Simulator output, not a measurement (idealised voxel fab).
process module | voxel transistor to metal
cross-section cut | 265 nm wide | cells 5 nm
A cross-section is a grid of square cells, given in bands from the top down. A band is one or more rows of cells.
Each band's line starts with the height of the band's top and of its bottom, in nm. Then come its materials from left to right, each with its width in nm. One material with "throughout" fills the band from edge to edge. "air" is empty space.
Height 0 is the level under which the wafer as received is all one material. The lowest band goes on downwards, as in "0 down".
A width such as "30 to 40" changes by the same amount from each row of cells to the next, from the band's top row to its bottom row.
"no change" after a step means that no cell of the cross-section changed.
closed voids: empty space of 8 cells or more with no open way to the top, each as width x height at its distance from the left edge, in nm
after a step's settings: what the simulator itself notes on the step
overlay nm, on a step with a mask: how far to the right of its planned place the mask lay; to the left if negative
Each pair below shows a cross-section before one step and the cross-section after it, down to the lowest band that changed. The line under each pair gives the step between them, with its settings. The pairs can come from different runs of this module on the same starting wafer, so a pair continues from the pair above only where its "before" says so.
before
  65 to 45: SiO2 20 | air 20 | SiO2 55 | air 20 | SiO2 35 | air 20 | SiO2 55 | air 20 | SiO2 20
  45 to 40: Cu throughout
  40 to 30: SiO2 20 | TiN 5 | Ru 25 to 15 | TiN 5 to 15 | SiO2 25 | TiN 5 to 15 | Ru 25 to 15 | TiN 5 | SiO2 35 | TiN 5 | Ru 25 to 15 | TiN 5 to 15 | SiO2 25 | TiN 5 to 15 | Ru 25 to 15 | TiN 5 | SiO2 20
  30 to 15: SiO2 20 | TiN 5 | Ru 15 | TiN 5 | SiN 10 | SiO2 5 | SiCN 15 | SiO2 5 | SiN 10 | TiN 5 | Ru 15 | TiN 5 | SiO2 35 | TiN 5 | Ru 15 | TiN 5 | SiN 10 | SiO2 5 | SiCN 15 | SiO2 5 | SiN 10 | TiN 5 | Ru 15 | TiN 5 | SiO2 20
  15 to 10: SiO2 20 | TiN 5 | Ru 15 | TiN 5 | SiN 10 | SiO2 5 | polySi 15 | SiO2 5 | SiN 10 | TiN 5 | Ru 15 | TiN 5 | SiO2 35 | TiN 5 | Ru 15 | TiN 5 | SiN 10 | SiO2 5 | polySi 15 | SiO2 5 | SiN 10 | TiN 5 | Ru 15 | TiN 5 | SiO2 20
  10 to 5: SiO2 20 | TiN 25 | SiN 10 | SiO2 5 | polySi 15 | SiO2 5 | SiN 10 | TiN 25 | SiO2 35 | TiN 25 | SiN 10 | SiO2 5 | polySi 15 | SiO2 5 | SiN 10 | TiN 25 | SiO2 20
  5 to 0: SiO2 20 | SiGe 25 | SiN 10 | SiO2 5 | polySi 15 | SiO2 5 | SiN 10 | SiGe 25 | SiO2 35 | SiGe 25 | SiN 10 | SiO2 5 | polySi 15 | SiO2 5 | SiN 10 | SiGe 25 | SiO2 20
  0 to -5: SiO2 15 | SiN 10 | SiGe 20 | SiN 10 | SiO2 5 | polySi 15 | SiO2 5 | SiN 10 | SiGe 20 | SiN 10 | SiO2 25 | SiN 10 | SiGe 20 | SiN 10 | SiO2 5 | polySi 15 | SiO2 5 | SiN 10 | SiGe 20 | SiN 10 | SiO2 15
  -5 to -10: SiO2 25 | SiGe 20 | SiO2 45 | SiGe 20 | SiO2 45 | SiGe 20 | SiO2 45 | SiGe 20 | SiO2 25
  -10 to -25: SiO2 20 | Si 5 | SiGe 20 | Si 45 | SiGe 20 | Si 5 | SiO2 35 | Si 5 | SiGe 20 | Si 45 | SiGe 20 | Si 5 | SiO2 20
  -25 to -40: SiO2 20 | Si 95 | SiO2 35 | Si 95 | SiO2 20
  -40 down: Si throughout
  closed voids: none
after
  70 to 65: TiN 25 | air 10 | TiN 65 | air 10 | TiN 45 | air 10 | TiN 65 | air 10 | TiN 25
  65 to 50: SiO2 20 | TiN 5 | air 10 | TiN 5 | SiO2 55 | TiN 5 | air 10 | TiN 5 | SiO2 35 | TiN 5 | air 10 | TiN 5 | SiO2 55 | TiN 5 | air 10 | TiN 5 | SiO2 20
  50 to 45: SiO2 20 | TiN 20 | SiO2 55 | TiN 20 | SiO2 35 | TiN 20 | SiO2 55 | TiN 20 | SiO2 20
  below 45: unchanged
  closed voids: none
the step between: op CONFORMAL_DEP | material TiN | thk nm 5
before: the cross-section after the pair above
after
  80 to 70: Cu throughout
  70 to 65: TiN 25 | Cu 10 | TiN 65 | Cu 10 | TiN 45 | Cu 10 | TiN 65 | Cu 10 | TiN 25
  65 to 50: SiO2 20 | TiN 5 | Cu 10 | TiN 5 | SiO2 55 | TiN 5 | Cu 10 | TiN 5 | SiO2 35 | TiN 5 | Cu 10 | TiN 5 | SiO2 55 | TiN 5 | Cu 10 | TiN 5 | SiO2 20
  below 50: unchanged
  closed voids: none
the step between: op FILL_DEP | material Cu | thk nm 10
before: the cross-section after the pair above
after
  65 to 50: SiO2 20 | TiN 5 | Cu 10 | TiN 5 | SiO2 55 | TiN 5 | Cu 10 | TiN 5 | SiO2 35 | TiN 5 | Cu 10 | TiN 5 | SiO2 55 | TiN 5 | Cu 10 | TiN 5 | SiO2 20
  below 50: unchanged
  closed voids: none
the step between: op CMP | height nm 65
before: the cross-section after the pair above
after
  70 to 65: SiCN throughout
  below 65: unchanged
  closed voids: none
the step between: op CONFORMAL_DEP | material SiCN | thk nm 5
before
  15 to 0: SiN throughout
  0 to -5: SiO2 throughout
  -5 down: Si throughout
  closed voids: none
after
  15 to 0: SiN 15 | air 105 | SiN 25 | air 105 | SiN 15
  below 0: unchanged
  closed voids: none
the step between: op MASKED_ETCH | tone open | mask id ACTIVE | width nm 105 | pitch nm 130 | etch materials SiN | depth nm 15 | overlay nm 0
before: the cross-section after the pair above
after
  20 to 15: SiO2 throughout
  15 to 0: SiN 15 | SiO2 105 | SiN 25 | SiO2 105 | SiN 15
  below 0: unchanged
  closed voids: none
the step between: op FILL_DEP | material SiO2 | thk nm 5
before: the cross-section after the pair above
after
  15 to 0: SiN 15 | SiO2 105 | SiN 25 | SiO2 105 | SiN 15
  below 0: unchanged
  closed voids: none
the step between: op CMP | height nm 15
before: the cross-section after the pair above
after
  15 to 5: SiN 15 | air 105 | SiN 25 | air 105 | SiN 15
  below 5: unchanged
  closed voids: none
the step between: op SELECTIVE_ETCH | etch materials SiO2 | depth nm 10
before: the cross-section after the pair above
after
  5 to 0: air 15 | SiO2 105 | air 25 | SiO2 105 | air 15
  below 0: unchanged
  closed voids: none
the step between: op STRIP | etch materials SiN
before: the cross-section after the pair above
after
  0 to -5: air 20 | SiO2 95 | air 35 | SiO2 95 | air 20
  below -5: unchanged
  closed voids: none
the step between: op SELECTIVE_ETCH | etch materials SiO2 | depth nm 5
before: the cross-section after the pair above
after
  0 to -5: air 20 | SiO2 95 | air 35 | SiO2 95 | air 20
  -5 to -10: SiO2 25 | Si 85 | SiO2 45 | Si 85 | SiO2 25
  below -10: unchanged
  closed voids: none
the step between: op OXIDIZE | depth nm 5
before: the cross-section after the pair above
after
  20 to 15: air 20 | polySi 95 | air 35 | polySi 95 | air 20
  15 to 0: polySi throughout
  0 to -5: polySi 20 | SiO2 95 | polySi 35 | SiO2 95 | polySi 20
  below -5: unchanged
  closed voids: none
the step between: op DIRECTIONAL_DEP | material polySi | thk nm 20
before: the cross-section after the pair above
after
  35 to 30: air 20 | SiCN 95 | air 35 | SiCN 95 | air 20
  30 to 20: SiCN throughout
  20 to 15: SiCN 20 | polySi 95 | SiCN 35 | polySi 95 | SiCN 20
  below 15: unchanged
  closed voids: none
the step between: op DIRECTIONAL_DEP | material SiCN | thk nm 15
before: the cross-section after the pair above
after
  50 to 45: air 20 | aC 95 | air 35 | aC 95 | air 20
  45 to 35: aC throughout
  35 to 30: aC 20 | SiCN 95 | aC 35 | SiCN 95 | aC 20
  below 30: unchanged
  closed voids: none
the step between: op DIRECTIONAL_DEP | material aC | thk nm 15
before: the cross-section after the pair above
after
  85 to 50: air 60 | resist 15 | air 115 | resist 15 | air 60
  below 50: unchanged
  closed voids: none
the step between: op PATTERN | tone cover | mask id GATE | material resist | width nm 15 | pitch nm 130 | thk nm 35 | overlay nm 0
before: the cross-section after the pair above
after
  70 to 50: air 60 | resist 15 | air 115 | resist 15 | air 60
  50 to 35: air 60 | aC 15 | air 115 | aC 15 | air 60
  35 to 30: air 20 | SiCN 95 | air 35 | SiCN 95 | air 20
  below 30: unchanged
  closed voids: none
the step between: op DIRECTIONAL_ETCH | etch materials aC | depth nm 15
before: the cross-section after the pair above
after
  50 to 35: air 60 | aC 15 | air 115 | aC 15 | air 60
  below 35: unchanged
  closed voids: none
the step between: op STRIP | etch materials resist
before: the cross-section after the pair above
after
  50 to 35: air 60 | aC 15 | air 115 | aC 15 | air 60
  35 to 20: air 60 | SiCN 15 | air 115 | SiCN 15 | air 60
  20 to 15: air 20 | polySi 95 | air 35 | polySi 95 | air 20
  below 15: unchanged
  closed voids: none
the step between: op DIRECTIONAL_ETCH | etch materials SiCN | depth nm 25
before: the cross-section after the pair above
after
  50 to 35: air 60 | aC 15 | air 115 | aC 15 | air 60
  35 to 20: air 60 | SiCN 15 | air 115 | SiCN 15 | air 60
  20 to 0: air 60 | polySi 15 | air 115 | polySi 15 | air 60
  0 to -5: air 20 | SiO2 95 | air 35 | SiO2 95 | air 20
  below -5: unchanged
  closed voids: none
the step between: op DIRECTIONAL_ETCH | etch materials polySi | depth nm 30
before: the cross-section after the pair above
after
  35 to 20: air 60 | SiCN 15 | air 115 | SiCN 15 | air 60
  below 20: unchanged
  closed voids: none
the step between: op STRIP | etch materials aC
before: the cross-section after the pair above
after
  40 to 35: air 55 | SiO2 25 | air 105 | SiO2 25 | air 55
  35 to 20: air 55 | SiO2 5 | SiCN 15 | SiO2 5 | air 105 | SiO2 5 | SiCN 15 | SiO2 5 | air 55
  20 to 5: air 55 | SiO2 5 | polySi 15 | SiO2 5 | air 105 | SiO2 5 | polySi 15 | SiO2 5 | air 55
  5 to 0: air 15 | SiO2 45 | polySi 15 | SiO2 45 | air 25 | SiO2 45 | polySi 15 | SiO2 45 | air 15
  0 to -5: SiO2 throughout
  below -5: unchanged
  closed voids: none
the step between: op CONFORMAL_DEP | material SiO2 | thk nm 5
before: the cross-section after the pair above
after
  35 to 20: air 55 | SiO2 5 | SiCN 15 | SiO2 5 | air 105 | SiO2 5 | SiCN 15 | SiO2 5 | air 55
  20 to 0: air 55 | SiO2 5 | polySi 15 | SiO2 5 | air 105 | SiO2 5 | polySi 15 | SiO2 5 | air 55
  0 to -5: air 15 | SiO2 105 | air 25 | SiO2 105 | air 15
  below -5: unchanged
  closed voids: none
the step between: op DIRECTIONAL_ETCH | etch materials SiO2 | depth nm 5
before: the cross-section after the pair above
after
  45 to 35: air 45 | SiN 45 | air 85 | SiN 45 | air 45
  35 to 20: air 45 | SiN 10 | SiO2 5 | SiCN 15 | SiO2 5 | SiN 10 | air 85 | SiN 10 | SiO2 5 | SiCN 15 | SiO2 5 | SiN 10 | air 45
  20 to 10: air 45 | SiN 10 | SiO2 5 | polySi 15 | SiO2 5 | SiN 10 | air 85 | SiN 10 | SiO2 5 | polySi 15 | SiO2 5 | SiN 10 | air 45
  10 to 5: air 5 | SiN 50 | SiO2 5 | polySi 15 | SiO2 5 | SiN 50 | air 5 | SiN 50 | SiO2 5 | polySi 15 | SiO2 5 | SiN 50 | air 5
  5 to 0: SiN 55 | SiO2 5 | polySi 15 | SiO2 5 | SiN 105 | SiO2 5 | polySi 15 | SiO2 5 | SiN 55
  0 to -5: SiN 15 | SiO2 105 | SiN 25 | SiO2 105 | SiN 15
  below -5: unchanged
  closed voids: none
the step between: op CONFORMAL_DEP | material SiN | thk nm 10
before: the cross-section after the pair above
after
  35 to 20: air 45 | SiN 10 | SiO2 5 | SiCN 15 | SiO2 5 | SiN 10 | air 85 | SiN 10 | SiO2 5 | SiCN 15 | SiO2 5 | SiN 10 | air 45
  20 to 0: air 45 | SiN 10 | SiO2 5 | polySi 15 | SiO2 5 | SiN 10 | air 85 | SiN 10 | SiO2 5 | polySi 15 | SiO2 5 | SiN 10 | air 45
  0 to -5: air 5 | SiN 10 | SiO2 105 | SiN 10 | air 5 | SiN 10 | SiO2 105 | SiN 10 | air 5
  below -5: unchanged
  closed voids: none
the step between: op DIRECTIONAL_ETCH | etch materials SiN | depth nm 10
before: the cross-section after the pair above
after
  35 to 30: air 45 | SiN 10 | air 5 | SiCN 15 | air 5 | SiN 10 | air 85 | SiN 10 | air 5 | SiCN 15 | air 5 | SiN 10 | air 45
  30 to 20: air 45 | SiN 10 | SiO2 5 | SiCN 15 | SiO2 5 | SiN 10 | air 85 | SiN 10 | SiO2 5 | SiCN 15 | SiO2 5 | SiN 10 | air 45
  20 to 0: air 45 | SiN 10 | SiO2 5 | polySi 15 | SiO2 5 | SiN 10 | air 85 | SiN 10 | SiO2 5 | polySi 15 | SiO2 5 | SiN 10 | air 45
  0 to -5: air 5 | SiN 10 | air 30 | SiO2 45 | air 30 | SiN 10 | air 5 | SiN 10 | air 30 | SiO2 45 | air 30 | SiN 10 | air 5
  -5 to -10: air 5 | SiO2 20 | Si 85 | SiO2 20 | air 5 | SiO2 20 | Si 85 | SiO2 20 | air 5
  below -10: unchanged
  closed voids: none
the step between: op DIRECTIONAL_ETCH | etch materials SiO2 | depth nm 5
before: the cross-section after the pair above
after
  35 to 30: air 45 | SiN 10 | air 5 | SiCN 15 | air 5 | SiN 10 | air 85 | SiN 10 | air 5 | SiCN 15 | air 5 | SiN 10 | air 45
  30 to 20: air 45 | SiN 10 | SiO2 5 | SiCN 15 | SiO2 5 | SiN 10 | air 85 | SiN 10 | SiO2 5 | SiCN 15 | SiO2 5 | SiN 10 | air 45
  20 to 0: air 45 | SiN 10 | SiO2 5 | polySi 15 | SiO2 5 | SiN 10 | air 85 | SiN 10 | SiO2 5 | polySi 15 | SiO2 5 | SiN 10 | air 45
  0 to -5: air 5 | SiN 10 | air 30 | SiO2 45 | air 30 | SiN 10 | air 5 | SiN 10 | air 30 | SiO2 45 | air 30 | SiN 10 | air 5
  -5 to -10: air 5 | SiO2 20 | air 20 | Si 45 | air 20 | SiO2 20 | air 5 | SiO2 20 | air 20 | Si 45 | air 20 | SiO2 20 | air 5
  -10 to -20: air 5 | Si 20 | air 20 | Si 45 | air 20 | Si 20 | air 5 | Si 20 | air 20 | Si 45 | air 20 | Si 20 | air 5
  -20 to -25: air 5 | Si 125 | air 5 | Si 125 | air 5
  below -25: unchanged
  closed voids: none
the step between: op DIRECTIONAL_ETCH | etch materials Si | depth nm 15
before: the cross-section after the pair above
after
  35 to 30: air 45 | SiN 10 | air 5 | SiCN 15 | air 5 | SiN 10 | air 85 | SiN 10 | air 5 | SiCN 15 | air 5 | SiN 10 | air 45
  30 to 20: air 45 | SiN 10 | SiO2 5 | SiCN 15 | SiO2 5 | SiN 10 | air 85 | SiN 10 | SiO2 5 | SiCN 15 | SiO2 5 | SiN 10 | air 45
  20 to 10: air 45 | SiN 10 | SiO2 5 | polySi 15 | SiO2 5 | SiN 10 | air 85 | SiN 10 | SiO2 5 | polySi 15 | SiO2 5 | SiN 10 | air 45
  10 to 5: air 30 | SiGe 15 | SiN 10 | SiO2 5 | polySi 15 | SiO2 5 | SiN 10 | SiGe 15 | air 55 | SiGe 15 | SiN 10 | SiO2 5 | polySi 15 | SiO2 5 | SiN 10 | SiGe 15 | air 30
  5 to 0: SiGe 10 | air 5 | SiGe 30 | SiN 10 | SiO2 5 | polySi 15 | SiO2 5 | SiN 10 | SiGe 30 | air 5 | SiGe 15 | air 5 | SiGe 30 | SiN 10 | SiO2 5 | polySi 15 | SiO2 5 | SiN 10 | SiGe 30 | air 5 | SiGe 10
  0 to -5: SiGe 5 | SiN 10 | SiGe 30 | SiO2 45 | SiGe 30 | SiN 10 | SiGe 5 | SiN 10 | SiGe 30 | SiO2 45 | SiGe 30 | SiN 10 | SiGe 5
  -5 to -10: SiGe 5 | SiO2 20 | SiGe 20 | Si 45 | SiGe 20 | SiO2 20 | SiGe 5 | SiO2 20 | SiGe 20 | Si 45 | SiGe 20 | SiO2 20 | SiGe 5
  -10 to -20: SiGe 5 | Si 20 | SiGe 20 | Si 45 | SiGe 20 | Si 20 | SiGe 5 | Si 20 | SiGe 20 | Si 45 | SiGe 20 | Si 20 | SiGe 5
  -20 to -25: SiGe 5 | Si 125 | SiGe 5 | Si 125 | SiGe 5
  below -25: unchanged
  closed voids: none
the step between: op EPI | material SiGe | thk nm 15
before: the cross-section after the pair above
after
  45 to 35: SiO2 throughout
  35 to 20: SiO2 45 | SiN 10 | SiO2 5 | SiCN 15 | SiO2 5 | SiN 10 | SiO2 85 | SiN 10 | SiO2 5 | SiCN 15 | SiO2 5 | SiN 10 | SiO2 45
  20 to 10: SiO2 45 | SiN 10 | SiO2 5 | polySi 15 | SiO2 5 | SiN 10 | SiO2 85 | SiN 10 | SiO2 5 | polySi 15 | SiO2 5 | SiN 10 | SiO2 45
  10 to 5: SiO2 30 | SiGe 15 | SiN 10 | SiO2 5 | polySi 15 | SiO2 5 | SiN 10 | SiGe 15 | SiO2 55 | SiGe 15 | SiN 10 | SiO2 5 | polySi 15 | SiO2 5 | SiN 10 | SiGe 15 | SiO2 30
  5 to 0: SiGe 10 | SiO2 5 | SiGe 30 | SiN 10 | SiO2 5 | polySi 15 | SiO2 5 | SiN 10 | SiGe 30 | SiO2 5 | SiGe 15 | SiO2 5 | SiGe 30 | SiN 10 | SiO2 5 | polySi 15 | SiO2 5 | SiN 10 | SiGe 30 | SiO2 5 | SiGe 10
  below 0: unchanged
  closed voids: none
the step between: op FILL_DEP | material SiO2 | thk nm 10
before: the cross-section after the pair above
after
  30 to 20: SiO2 45 | SiN 10 | SiO2 5 | SiCN 15 | SiO2 5 | SiN 10 | SiO2 85 | SiN 10 | SiO2 5 | SiCN 15 | SiO2 5 | SiN 10 | SiO2 45
  below 20: unchanged
  closed voids: none
the step between: op CMP | height nm 30
before: the cross-section after the pair above
after
  40 to 30: SiO2 throughout
  below 30: unchanged
  closed voids: none
the step between: op DIRECTIONAL_DEP | material SiO2 | thk nm 10
before: the cross-section after the pair above
after
  55 to 40: aC throughout
  below 40: unchanged
  closed voids: none
the step between: op DIRECTIONAL_DEP | material aC | thk nm 15
before: the cross-section after the pair above
after
  90 to 55: resist 20 | air 35 | resist 25 | air 35 | resist 35 | air 35 | resist 25 | air 35 | resist 20
  below 55: unchanged
  closed voids: none
the step between: op PATTERN | tone open | mask id CONTACT | material resist | width nm 35 | thk nm 35 | overlay nm 0
before: the cross-section after the pair above
after
  75 to 55: resist 20 | air 35 | resist 25 | air 35 | resist 35 | air 35 | resist 25 | air 35 | resist 20
  55 to 40: aC 20 | air 35 | aC 25 | air 35 | aC 35 | air 35 | aC 25 | air 35 | aC 20
  below 40: unchanged
  closed voids: none
the step between: op DIRECTIONAL_ETCH | etch materials aC | depth nm 15
before: the cross-section after the pair above
after
  55 to 40: aC 20 | air 35 | aC 25 | air 35 | aC 35 | air 35 | aC 25 | air 35 | aC 20
  below 40: unchanged
  closed voids: none
the step between: op STRIP | etch materials resist
before: the cross-section after the pair above
after
  55 to 40: aC 20 | air 35 | aC 25 | air 35 | aC 35 | air 35 | aC 25 | air 35 | aC 20
  40 to 30: SiO2 20 | air 35 | SiO2 25 | air 35 | SiO2 35 | air 35 | SiO2 25 | air 35 | SiO2 20
  30 to 20: SiO2 20 | air 25 | SiN 10 | SiO2 5 | SiCN 15 | SiO2 5 | SiN 10 | air 25 | SiO2 35 | air 25 | SiN 10 | SiO2 5 | SiCN 15 | SiO2 5 | SiN 10 | air 25 | SiO2 20
  20 to 10: SiO2 20 | air 25 | SiN 10 | SiO2 5 | polySi 15 | SiO2 5 | SiN 10 | air 25 | SiO2 35 | air 25 | SiN 10 | SiO2 5 | polySi 15 | SiO2 5 | SiN 10 | air 25 | SiO2 20
  10 to 5: SiO2 20 | air 10 | SiGe 15 | SiN 10 | SiO2 5 | polySi 15 | SiO2 5 | SiN 10 | SiGe 15 | air 10 | SiO2 35 | air 10 | SiGe 15 | SiN 10 | SiO2 5 | polySi 15 | SiO2 5 | SiN 10 | SiGe 15 | air 10 | SiO2 20
  below 5: unchanged
  closed voids: none
the step between: op DIRECTIONAL_ETCH | etch materials SiO2 | depth nm 35
before: the cross-section after the pair above
after
  40 to 30: SiO2 20 | air 35 | SiO2 25 | air 35 | SiO2 35 | air 35 | SiO2 25 | air 35 | SiO2 20
  below 30: unchanged
  closed voids: none
the step between: op STRIP | etch materials aC
before: the cross-section after the pair above
after
  45 to 40: TiN 25 | air 25 | TiN 35 | air 25 | TiN 45 | air 25 | TiN 35 | air 25 | TiN 25
  40 to 30: SiO2 20 | TiN 5 | air 25 to 15 | TiN 5 to 15 | SiO2 25 | TiN 5 to 15 | air 25 to 15 | TiN 5 | SiO2 35 | TiN 5 | air 25 to 15 | TiN 5 to 15 | SiO2 25 | TiN 5 to 15 | air 25 to 15 | TiN 5 | SiO2 20
  30 to 20: SiO2 20 | TiN 5 | air 15 | TiN 5 | SiN 10 | SiO2 5 | SiCN 15 | SiO2 5 | SiN 10 | TiN 5 | air 15 | TiN 5 | SiO2 35 | TiN 5 | air 15 | TiN 5 | SiN 10 | SiO2 5 | SiCN 15 | SiO2 5 | SiN 10 | TiN 5 | air 15 | TiN 5 | SiO2 20
  20 to 15: SiO2 20 | TiN 5 | air 15 | TiN 5 | SiN 10 | SiO2 5 | polySi 15 | SiO2 5 | SiN 10 | TiN 5 | air 15 | TiN 5 | SiO2 35 | TiN 5 | air 15 | TiN 5 | SiN 10 | SiO2 5 | polySi 15 | SiO2 5 | SiN 10 | TiN 5 | air 15 | TiN 5 | SiO2 20
  15 to 10: SiO2 20 | TiN 25 | SiN 10 | SiO2 5 | polySi 15 | SiO2 5 | SiN 10 | TiN 25 | SiO2 35 | TiN 25 | SiN 10 | SiO2 5 | polySi 15 | SiO2 5 | SiN 10 | TiN 25 | SiO2 20
  10 to 5: SiO2 20 | TiN 10 | SiGe 15 | SiN 10 | SiO2 5 | polySi 15 | SiO2 5 | SiN 10 | SiGe 15 | TiN 10 | SiO2 35 | TiN 10 | SiGe 15 | SiN 10 | SiO2 5 | polySi 15 | SiO2 5 | SiN 10 | SiGe 15 | TiN 10 | SiO2 20
  below 5: unchanged
  closed voids: none
the step between: op CONFORMAL_DEP | material TiN | thk nm 5
before: the cross-section after the pair above
after
  55 to 45: Ru throughout
  45 to 40: TiN 25 | Ru 25 | TiN 35 | Ru 25 | TiN 45 | Ru 25 | TiN 35 | Ru 25 | TiN 25
  40 to 30: SiO2 20 | TiN 5 | Ru 25 to 15 | TiN 5 to 15 | SiO2 25 | TiN 5 to 15 | Ru 25 to 15 | TiN 5 | SiO2 35 | TiN 5 | Ru 25 to 15 | TiN 5 to 15 | SiO2 25 | TiN 5 to 15 | Ru 25 to 15 | TiN 5 | SiO2 20
  30 to 20: SiO2 20 | TiN 5 | Ru 15 | TiN 5 | SiN 10 | SiO2 5 | SiCN 15 | SiO2 5 | SiN 10 | TiN 5 | Ru 15 | TiN 5 | SiO2 35 | TiN 5 | Ru 15 | TiN 5 | SiN 10 | SiO2 5 | SiCN 15 | SiO2 5 | SiN 10 | TiN 5 | Ru 15 | TiN 5 | SiO2 20
  20 to 15: SiO2 20 | TiN 5 | Ru 15 | TiN 5 | SiN 10 | SiO2 5 | polySi 15 | SiO2 5 | SiN 10 | TiN 5 | Ru 15 | TiN 5 | SiO2 35 | TiN 5 | Ru 15 | TiN 5 | SiN 10 | SiO2 5 | polySi 15 | SiO2 5 | SiN 10 | TiN 5 | Ru 15 | TiN 5 | SiO2 20
  below 15: unchanged
  closed voids: none
the step between: op FILL_DEP | material Ru | thk nm 10
before: the cross-section after the pair above
after
  40 to 30: SiO2 20 | TiN 5 | Ru 25 to 15 | TiN 5 to 15 | SiO2 25 | TiN 5 to 15 | Ru 25 to 15 | TiN 5 | SiO2 35 | TiN 5 | Ru 25 to 15 | TiN 5 to 15 | SiO2 25 | TiN 5 to 15 | Ru 25 to 15 | TiN 5 | SiO2 20
  below 30: unchanged
  closed voids: none
the step between: op CMP | height nm 40
before: the cross-section after the pair above
after
  45 to 40: SiN throughout
  below 40: unchanged
  closed voids: none
the step between: op CONFORMAL_DEP | material SiN | thk nm 5
before: the cross-section after the pair above
after
  65 to 45: SiO2 throughout
  below 45: unchanged
  closed voids: none
the step between: op DIRECTIONAL_DEP | material SiO2 | thk nm 20
before: the cross-section after the pair above
after
  65 to 45: SiO2 20 | air 20 | SiO2 55 | air 20 | SiO2 35 | air 20 | SiO2 55 | air 20 | SiO2 20
  below 45: unchanged
  closed voids: none
the step between: op MASKED_ETCH | tone open | mask id METAL_1 | width nm 20 | etch materials SiO2 | depth nm 20 | overlay nm 0
before: the cross-section after the pair above
after
  65 to 45: SiO2 20 | air 20 | SiO2 55 | air 20 | SiO2 35 | air 20 | SiO2 55 | air 20 | SiO2 20
  45 to 40: SiN 20 | air 20 | SiN 55 | air 20 | SiN 35 | air 20 | SiN 55 | air 20 | SiN 20
  below 40: unchanged
  closed voids: none
the step between: op MASKED_ETCH | tone open | mask id METAL_1 | width nm 20 | etch materials SiN | depth nm 5 | overlay nm 0
before: the cross-section after the pair above
after
  70 to 65: TiN 25 | air 10 | TiN 65 | air 10 | TiN 45 | air 10 | TiN 65 | air 10 | TiN 25
  65 to 45: SiO2 20 | TiN 5 | air 10 | TiN 5 | SiO2 55 | TiN 5 | air 10 | TiN 5 | SiO2 35 | TiN 5 | air 10 | TiN 5 | SiO2 55 | TiN 5 | air 10 | TiN 5 | SiO2 20
  45 to 40: SiN 20 | TiN 20 | SiN 55 | TiN 20 | SiN 35 | TiN 20 | SiN 55 | TiN 20 | SiN 20
  below 40: unchanged
  closed voids: none
the step between: op CONFORMAL_DEP | material TiN | thk nm 5
before: the cross-section after the pair above
after
  80 to 70: Cu throughout
  70 to 65: TiN 25 | Cu 10 | TiN 65 | Cu 10 | TiN 45 | Cu 10 | TiN 65 | Cu 10 | TiN 25
  65 to 45: SiO2 20 | TiN 5 | Cu 10 | TiN 5 | SiO2 55 | TiN 5 | Cu 10 | TiN 5 | SiO2 35 | TiN 5 | Cu 10 | TiN 5 | SiO2 55 | TiN 5 | Cu 10 | TiN 5 | SiO2 20
  below 45: unchanged
  closed voids: none
the step between: op FILL_DEP | material Cu | thk nm 10
before: the cross-section after the pair above
after
  65 to 45: SiO2 20 | TiN 5 | Cu 10 | TiN 5 | SiO2 55 | TiN 5 | Cu 10 | TiN 5 | SiO2 35 | TiN 5 | Cu 10 | TiN 5 | SiO2 55 | TiN 5 | Cu 10 | TiN 5 | SiO2 20
  below 45: unchanged
  closed voids: none
the step between: op CMP | height nm 65
before: the cross-section after the pair above
after
  70 to 65: SiCN throughout
  below 65: unchanged
  closed voids: none
the step between: op CONFORMAL_DEP | material SiCN | thk nm 5
